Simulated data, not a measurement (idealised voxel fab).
Title: Process Module voxel capacitor over wiring
FYI the section here is cut, 265 nm wide, cells are 5 nm squares.
A cross-section is written here as square cells arranged in a grid, and it is given in bands from the top down, each band taking up one or more rows of cells. This entry defines a band. It first specifies the height of the band's top and the height of its bottom in nm, and then specifies the band's materials from left to right, stating each material with its width in nm. The word "edge to edge" identifies a single material that fills the band from edge to edge, while the word "blank" identifies empty space. Heads up on the height convention: 0 is the point under which the incoming wafer is all one material, and the lowest band has no bottom, it just keeps going down, like "z 0 and below". So if you see something like "30..40" for the width, read it as the top row of the band sitting at the first number and the bottom row at the second, with every row in between moving by the same amount as the last. It should be understood that the words "no modification", when stated for a given step, signify that the cross-section underwent no change in any of its cells during that step. Enclosed voids (no open way to top), threshold 8 cells or more, entry "Sealed void listing", notation width x height at distance, distance from left edge, nm. Formally, on a step line, whatever follows the settings is a remark that the simulator itself makes on the step. If you see "overlay nm" on a step's line and that step has a mask, it's telling you how far right of where it was planned the mask ended up; a negative number means it went left instead.
# Planned step list for the process
| 1 | op RECEIVE | material Si |
| 2 | op CONFORMAL_DEP | material SiO2 | thk nm 15 |
| 3 | op CONFORMAL_DEP | material SiCN | thk nm 5 |
| 4 | op DIRECTIONAL_DEP | material SiO2 | thk nm 20 |
| 5 | op MASKED_ETCH | tone open | mask id METAL_1 | width nm 30 | pitch nm 90 | etch materials SiO2 | depth nm 20 | overlay nm 0 |
| 6 | op MASKED_ETCH | tone open | mask id METAL_1 | width nm 30 | pitch nm 90 | etch materials SiCN | depth nm 5 | overlay nm 0 |
| 7 | op CONFORMAL_DEP | material TiN | thk nm 5 |
| 8 | op FILL_DEP | material Cu | thk nm 10 |
| 9 | op CMP | height nm 40 |
| 10 | op CONFORMAL_DEP | material SiCN | thk nm 5 |
| 11 | op DIRECTIONAL_DEP | material lowk | thk nm 15 |
| 12 | op PATTERN | tone open | mask id PLUG_1 | material resist | width nm 15 | thk nm 20 | overlay nm 0 |
| 13 | op DIRECTIONAL_ETCH | etch materials lowk | depth nm 15 |
| 14 | op DIRECTIONAL_ETCH | etch materials SiCN | depth nm 5 |
| 15 | op STRIP | etch materials resist |
| 16 | op EPI | material Ru | thk nm 10 |
| 17 | op EPI | material Ru | thk nm 10 |
| 18 | op DIRECTIONAL_DEP | material TiN | thk nm 5 |
| 19 | op DIRECTIONAL_DEP | material HfO2 | thk nm 5 |
| 20 | op DIRECTIONAL_DEP | material TiN | thk nm 5 |
| 21 | op DIRECTIONAL_DEP | material aC | thk nm 15 |
| 22 | op PATTERN | tone cover | mask id UPPER_PLATE | material resist | width nm 65 | thk nm 30 | overlay nm 0 |
| 23 | op DIRECTIONAL_ETCH | etch materials aC | depth nm 15 |
| 24 | op STRIP | etch materials resist |
| 25 | op DIRECTIONAL_ETCH | etch materials TiN | depth nm 5 |
| 26 | op DIRECTIONAL_ETCH | etch materials HfO2 | depth nm 5 |
| 27 | op STRIP | etch materials aC |
| 28 | op MASKED_ETCH | tone cover | mask id LOWER_PLATE | width nm 75 | etch materials TiN | depth nm 5 | overlay nm 0 |
| 29 | op FILL_DEP | material SiO2 | thk nm 15 |
| 30 | op CMP | height nm 85 |
| 31 | op DIRECTIONAL_DEP | material aC | thk nm 15 |
| 32 | op PATTERN | tone open | mask id PLUG_2 | material resist | width nm 15 | thk nm 30 | overlay nm 0 |
| 33 | op DIRECTIONAL_ETCH | etch materials aC | depth nm 15 |
| 34 | op STRIP | etch materials resist |
| 35 | op DIRECTIONAL_ETCH | etch materials SiO2 | depth nm 10 |
| 36 | op STRIP | etch materials aC |
| 37 | op CONFORMAL_DEP | material TiN | thk nm 5 |
| 38 | op FILL_DEP | material Cu | thk nm 5 |
| 39 | op CMP | height nm 85 |
| 40 | op CONFORMAL_DEP | material SiCN | thk nm 5 |
# Cross-section of the wafer at receipt, which is the condition after step 1
- z 0 and below = Si edge to edge
- Sealed void listing: none
# Cross-section: first of two wafers, module finished, run according to plan
- z 90 to 85 = SiCN edge to edge
- z 85 to 80 = 95 SiO2; 5 TiN; 5 Cu; 5 TiN; 155 SiO2
- z 80 to 70 = 95..85 SiO2; 15..65 TiN; 155..115 SiO2
- z 70 to 65 = 85 SiO2; 65 HfO2; 115 SiO2
- z 65 to 60 = 80 SiO2; 75 TiN; 110 SiO2
- z 60 to 45 = 85 lowk; 15 Ru; 165 lowk
- z 45 to 40 = 85 SiCN; 15 Ru; 165 SiCN
- z 40 to 20 = 70 SiO2; 5 TiN; 20 Cu; 5 TiN; 60 SiO2; 5 TiN; 20 Cu; 5 TiN; 75 SiO2
- z 20 to 15 = 70 SiCN; 30 TiN; 60 SiCN; 30 TiN; 75 SiCN
- z 15 to 0 = SiO2 edge to edge
- z 0 and below = Si edge to edge
- Sealed void listing: none
# Second wafer of the two, sectioned at the end of the module. It began like the first and followed the same plan, but one mistake was made while running it
- z 90 to 85 = SiCN edge to edge
- z 85 to 80 = 95 SiO2; 5 TiN; 5 Cu; 5 TiN; 155 SiO2
- z 80 to 70 = 95..85 SiO2; 15..65 TiN; 155..115 SiO2
- z 70 to 65 = 85 SiO2; 65 HfO2; 115 SiO2
- z 65 to 60 = 80 SiO2; 75 TiN; 110 SiO2
- z 60 to 45 = 85 lowk; 15 Ru; 165 lowk
- z 45 to 40 = 85 SiCN; 15 Ru; 165 SiCN
- z 40 to 25 = 70 SiO2; 5 TiN; 20 Cu; 5 TiN; 60 SiO2; 5 TiN; 20 Cu; 5 TiN; 75 SiO2
- z 25 to 20 = 70 SiO2; 5 TiN; 15 Cu; 10 TiN; 60 SiO2; 5 TiN; 15 Cu; 10 TiN; 75 SiO2
- z 20 to 15 = 70 SiCN; 25 TiN; 65 SiCN; 25 TiN; 80 SiCN
- z 15 to 0 = SiO2 edge to edge
- z 0 and below = Si edge to edge
- Sealed void listing: none
what went wrong: the process deviated at step 6: the operation and settings actually run there were op MASKED_ETCH | tone open | mask id METAL_1 | width nm 30 | pitch nm 90 | etch materials SiCN | depth nm 5 | overlay nm -5
The final cell counts differ between the wafers, with the second having more or fewer of some materials than the first: Cu: 2 fewer; SiCN: 2 more
